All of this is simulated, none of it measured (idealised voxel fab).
Process module name: voxel transistor to metal
Cross-sectional view cut (width: 200 nm; square cell size: 5 nm).
Bands, listed from the top down, are how a cross-section gets written in this document; the cross-section itself is a grid of square cells, and a band is one or more rows of them. Look at the band entry: it leads with the top's height and the bottom's height in nm. Then it lists the materials left to right, with a width in nm for each. The word "edge to edge" on a single material says that material fills the band edge to edge. The word "empty" is empty space. Heights from 0 (as-received wafer is one material below). Bottom band endless downward, as "from 0 down". A two-number width, for instance "30 to 40", indicates that the width is equal to the first number in the top row of the band and to the second number in the bottom row, and that it changes by a constant amount per row of cells. "nothing altered" -> step changed no cross-section cell. In the "Closed void inventory" entry, you get each enclosed empty space of 8 cells or more, one with no open way to the top, written width x height at distance, distance from the left edge, in nm. The remark found on a step's line after its settings is issued by the simulator itself and pertains to that step. When a step includes a mask, the "overlay nm" setting on its line states how far to the right of its planned place that mask lay, and negative values state how far to the left.
-- Process steps (planned)
1 RECEIVE [material Si]
2 OXIDIZE [depth nm 5]
3 CONFORMAL_DEP [material SiN] [thk nm 10]
4 DIRECTIONAL_DEP [material aC] [thk nm 10]
5 PATTERN [tone cover] [mask id ACTIVE] [material resist] [width nm 115] [thk nm 30] [overlay nm 0]
6 DIRECTIONAL_ETCH [etch materials aC] [depth nm 10]
7 STRIP [etch materials resist]
8 DIRECTIONAL_ETCH [etch materials SiN] [depth nm 10]
9 DIRECTIONAL_ETCH [etch materials SiO2] [depth nm 5]
10 DIRECTIONAL_ETCH [etch materials Si] [depth nm 20]
11 STRIP [etch materials aC]
12 OXIDIZE [depth nm 5]
13 FILL_DEP [material SiO2] [thk nm 5]
14 CMP [height nm 10]
15 SELECTIVE_ETCH [etch materials SiO2] [depth nm 5]
16 STRIP [etch materials SiN]
17 SELECTIVE_ETCH [etch materials SiO2] [depth nm 5]
18 OXIDIZE [depth nm 5]
19 DIRECTIONAL_DEP [material polySi] [thk nm 25]
20 DIRECTIONAL_DEP [material SiCN] [thk nm 15]
21 PATTERN [tone cover] [mask id GATE] [material resist] [width nm 35] [thk nm 15] [overlay nm 0]
22 DIRECTIONAL_ETCH [etch materials SiCN] [depth nm 25]
23 DIRECTIONAL_ETCH [etch materials polySi] [depth nm 35]
24 STRIP [etch materials resist]
25 CONFORMAL_DEP [material SiN] [thk nm 5]
26 DIRECTIONAL_ETCH [etch materials SiN] [depth nm 5]
27 DIRECTIONAL_ETCH [etch materials SiO2] [depth nm 5]
28 DIRECTIONAL_ETCH [etch materials Si] [depth nm 10]
29 EPI [material pSi] [thk nm 15]
30 FILL_DEP [material SiO2] [thk nm 10]
31 CMP [height nm 20]
32 STRIP [etch materials polySi]
33 SELECTIVE_ETCH [etch materials SiO2] [depth nm 5]
34 CONFORMAL_DEP [material HfO2] [thk nm 5]
35 CONFORMAL_DEP [material TiN] [thk nm 5]
36 FILL_DEP [material W] [thk nm 10]
37 CMP [height nm 15]
38 DIRECTIONAL_DEP [material SiO2] [thk nm 10]
39 MASKED_ETCH [tone open] [mask id CONTACT] [width nm 15] [pitch nm 80] [etch materials SiO2] [depth nm 30] [overlay nm 0]
40 CONFORMAL_DEP [material TiN] [thk nm 5]
41 FILL_DEP [material Ru] [thk nm 10]
42 CMP [height nm 25]
43 CONFORMAL_DEP [material SiN] [thk nm 5]
44 DIRECTIONAL_DEP [material SiO2] [thk nm 20]
45 MASKED_ETCH [tone open] [mask id METAL_1] [width nm 15] [pitch nm 80] [etch materials SiO2] [depth nm 20] [overlay nm 0]
46 MASKED_ETCH [tone open] [mask id METAL_1] [width nm 15] [pitch nm 80] [etch materials SiN] [depth nm 5] [overlay nm 0]
47 CONFORMAL_DEP [material TiN] [thk nm 5]
48 FILL_DEP [material Cu] [thk nm 5]
49 CMP [height nm 50]
50 EPI [material Ru] [thk nm 5]
51 FILL_DEP [material SiCN] [thk nm 5]
-- So this is the incoming wafer in cross-section - it's already been through step 1
- from 0 down  Si edge to edge
- Closed void inventory: none
-- Looking at the first of two wafers in cross-section at end of module - ran to plan
- from 60 to 55  SiCN edge to edge
- from 55 to 50  45 nm SiCN | 25 nm Ru | 55 nm SiCN | 25 nm Ru | 50 nm SiCN
- from 50 to 30  50 nm SiO2 | 5 nm TiN | 5 nm Cu | 5 nm TiN | 65 nm SiO2 | 5 nm TiN | 5 nm Cu | 5 nm TiN | 55 nm SiO2
- from 30 to 25  50 nm SiN | 15 nm TiN | 65 nm SiN | 15 nm TiN | 55 nm SiN
- from 25 to 15  50 nm SiO2 | 5 nm TiN | 5 nm Ru | 5 nm TiN | 65 nm SiO2 | 5 nm TiN | 5 nm Ru | 5 nm TiN | 55 nm SiO2
- from 15 to 10  50 nm SiO2 | 5 nm TiN | 5 nm Ru | 5 nm TiN | 10 nm SiO2 | 5 nm SiN | 5 nm HfO2 | 5 nm TiN | 15 nm W | 5 nm TiN | 5 nm HfO2 | 5 nm SiN | 10 nm SiO2 | 5 nm TiN | 5 nm Ru | 5 nm TiN | 55 nm SiO2
- from 10 to 5  50 nm SiO2 | 15 nm TiN | 10 nm SiO2 | 5 nm SiN | 5 nm HfO2 | 5 nm TiN | 15 nm W | 5 nm TiN | 5 nm HfO2 | 5 nm SiN | 10 nm SiO2 | 15 nm TiN | 55 nm SiO2
- from 5 to 0  50 nm SiO2 | 10 nm TiN | 15 nm pSi | 5 nm SiN | 5 nm HfO2 | 5 nm TiN | 15 nm W | 5 nm TiN | 5 nm HfO2 | 5 nm SiN | 15 nm pSi | 10 nm TiN | 55 nm SiO2
- from 0 to -5  35 nm SiO2 | 5 nm SiN | 10 nm SiO2 | 10 nm TiN | 15 nm pSi | 5 nm SiN | 5 nm HfO2 | 25 nm TiN | 5 nm HfO2 | 5 nm SiN | 15 nm pSi | 10 nm TiN | 10 nm SiO2 | 5 nm SiN | 40 nm SiO2
- from -5 to -10  40 nm SiO2 | 35 nm pSi | 45 nm HfO2 | 35 nm pSi | 45 nm SiO2
- from -10 to -20  45 nm SiO2 | 30 nm pSi | 45 nm Si | 30 nm pSi | 50 nm SiO2
- from -20 to -30  45 nm SiO2 | 105 nm Si | 50 nm SiO2
- from -30 down  Si edge to edge
- Closed void inventory: none
-- Cross-section, second wafer: same start as the first, same plan as the first, one mistake in running it; taken at the end of the module
- from 60 to 55  SiCN edge to edge
- from 55 to 50  45 nm SiCN | 25 nm Ru | 55 nm SiCN | 25 nm Ru | 50 nm SiCN
- from 50 to 30  50 nm SiO2 | 5 nm Ru | 5 nm Cu | 5 nm Ru | 65 nm SiO2 | 5 nm Ru | 5 nm Cu | 5 nm Ru | 55 nm SiO2
- from 30 to 25  50 nm SiN | 15 nm Ru | 65 nm SiN | 15 nm Ru | 55 nm SiN
- from 25 to 15  50 nm SiO2 | 5 nm TiN | 5 nm Ru | 5 nm TiN | 65 nm SiO2 | 5 nm TiN | 5 nm Ru | 5 nm TiN | 55 nm SiO2
- from 15 to 10  50 nm SiO2 | 5 nm TiN | 5 nm Ru | 5 nm TiN | 10 nm SiO2 | 5 nm SiN | 5 nm HfO2 | 5 nm TiN | 15 nm W | 5 nm TiN | 5 nm HfO2 | 5 nm SiN | 10 nm SiO2 | 5 nm TiN | 5 nm Ru | 5 nm TiN | 55 nm SiO2
- from 10 to 5  50 nm SiO2 | 15 nm TiN | 10 nm SiO2 | 5 nm SiN | 5 nm HfO2 | 5 nm TiN | 15 nm W | 5 nm TiN | 5 nm HfO2 | 5 nm SiN | 10 nm SiO2 | 15 nm TiN | 55 nm SiO2
- from 5 to 0  50 nm SiO2 | 10 nm TiN | 15 nm pSi | 5 nm SiN | 5 nm HfO2 | 5 nm TiN | 15 nm W | 5 nm TiN | 5 nm HfO2 | 5 nm SiN | 15 nm pSi | 10 nm TiN | 55 nm SiO2
- from 0 to -5  35 nm SiO2 | 5 nm SiN | 10 nm SiO2 | 10 nm TiN | 15 nm pSi | 5 nm SiN | 5 nm HfO2 | 25 nm TiN | 5 nm HfO2 | 5 nm SiN | 15 nm pSi | 10 nm TiN | 10 nm SiO2 | 5 nm SiN | 40 nm SiO2
- from -5 to -10  40 nm SiO2 | 35 nm pSi | 45 nm HfO2 | 35 nm pSi | 45 nm SiO2
- from -10 to -20  45 nm SiO2 | 30 nm pSi | 45 nm Si | 30 nm pSi | 50 nm SiO2
- from -20 to -30  45 nm SiO2 | 105 nm Si | 50 nm SiO2
- from -30 down  Si edge to edge
- Closed void inventory: none
What broke from the plan during processing? contrary to plan, step 47 was performed as CONFORMAL_DEP [material Ru] [thk nm 5]
End check, counted in cells, second wafer has more or fewer of these materials than the first: Ru +22; TiN -22
